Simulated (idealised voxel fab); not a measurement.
process module | voxel ribs on slabs
cross-section cut | 220 nm wide | cells 5 nm
A cross-section is a grid of square cells, given in bands from the top down. A band is one or more rows of cells.
Each band's line starts with the height of the band's top and of its bottom, in nm. Then come its materials from left to right, each with its width in nm. One material with "throughout" fills the band from edge to edge. "air" is empty space.
Height 0 is the level under which the wafer as received is all one material. The lowest band goes on downwards, as in "0 down".
A width such as "30 to 40" changes by the same amount from each row of cells to the next, from the band's top row to its bottom row.
"no change" after a step means that no cell of the cross-section changed.
closed voids: empty space of 8 cells or more with no open way to the top, each as width x height at its distance from the left edge, in nm
after a step's settings: what the simulator itself notes on the step
overlay nm, on a step with a mask: how far to the right of its planned place the mask lay; to the left if negative
plan
1 op RECEIVE | material Si
2 op DIRECTIONAL_DEP | material SiO2 | thk nm 30
3 op DIRECTIONAL_DEP | material polySi | thk nm 15
4 op MASKED_ETCH | tone cover | mask id RIB | width nm 15 | etch materials polySi | depth nm 10 | overlay nm 0
5 op MASKED_ETCH | tone cover | mask id SLAB | width nm 65 | etch materials polySi | depth nm 5 | overlay nm 0
6 op FILL_DEP | material SiO2 | thk nm 25
7 op CMP | height nm 65
8 op DIRECTIONAL_DEP | material TiN | thk nm 10
9 op PATTERN | tone cover | mask id HEATER | material resist | width nm 25 | thk nm 20 | overlay nm 0
10 op DIRECTIONAL_ETCH | etch materials TiN | depth nm 10
11 op STRIP | etch materials resist
12 op CONFORMAL_DEP | material SiO2 | thk nm 5
first wafer, as planned
as received, after step 1
  0 down: Si throughout
  closed voids: none
after step 2
  30 to 0: SiO2 throughout
  below 0: unchanged
after step 3
  45 to 30: polySi throughout
  below 30: unchanged
after step 4
  45 to 35: air 100 | polySi 15 | air 105
  below 35: unchanged
after step 5
  45 to 35: air 100 | polySi 15 | air 105
  35 to 30: air 75 | polySi 65 | air 80
  below 30: unchanged
after step 6
  70 to 45: SiO2 throughout
  45 to 35: SiO2 100 | polySi 15 | SiO2 105
  35 to 30: SiO2 75 | polySi 65 | SiO2 80
  below 30: unchanged
after step 7
  65 to 45: SiO2 throughout
  below 45: unchanged
after step 8
  75 to 65: TiN throughout
  below 65: unchanged
after step 9
  95 to 75: air 95 | resist 25 | air 100
  below 75: unchanged
after step 10
  95 to 75: air 95 | resist 25 | air 100
  75 to 65: air 95 | TiN 25 | air 100
  below 65: unchanged
after step 11
  75 to 65: air 95 | TiN 25 | air 100
  below 65: unchanged
after step 12
  80 to 75: air 90 | SiO2 35 | air 95
  75 to 70: air 90 | SiO2 5 | TiN 25 | SiO2 5 | air 95
  70 to 65: SiO2 95 | TiN 25 | SiO2 100
  below 65: unchanged
second wafer: like start, like plan, one mistake. Through step 1 it matches the first wafer
when step 2 should have ended
  60 to 0: SiO2 throughout
  below 0: unchanged
when step 3 should have ended
  75 to 60: polySi throughout
  below 60: unchanged
when step 4 should have ended
  75 to 65: air 100 | polySi 15 | air 105
  below 65: unchanged
when step 5 should have ended
  75 to 65: air 100 | polySi 15 | air 105
  65 to 60: air 75 | polySi 65 | air 80
  below 60: unchanged
when step 6 should have ended
  100 to 75: SiO2 throughout
  75 to 65: SiO2 100 | polySi 15 | SiO2 105
  65 to 60: SiO2 75 | polySi 65 | SiO2 80
  below 60: unchanged
when step 7 should have ended
  65 to 60: SiO2 75 | polySi 65 | SiO2 80
  below 60: unchanged
when step 8 should have ended
  75 to 65: TiN throughout
  below 65: unchanged
when step 9 should have ended
  95 to 75: air 95 | resist 25 | air 100
  below 75: unchanged
when step 10 should have ended
  95 to 75: air 95 | resist 25 | air 100
  75 to 65: air 95 | TiN 25 | air 100
  below 65: unchanged
when step 11 should have ended
  75 to 65: air 95 | TiN 25 | air 100
  below 65: unchanged
when step 12 should have ended
  80 to 75: air 90 | SiO2 35 | air 95
  75 to 70: air 90 | SiO2 5 | TiN 25 | SiO2 5 | air 95
  70 to 65: SiO2 95 | TiN 25 | SiO2 100
  below 65: unchanged
what went wrong: step 2 was run twice
at the end the second wafer has, in cells: 6 more of SiO2 | 6 fewer of polySi
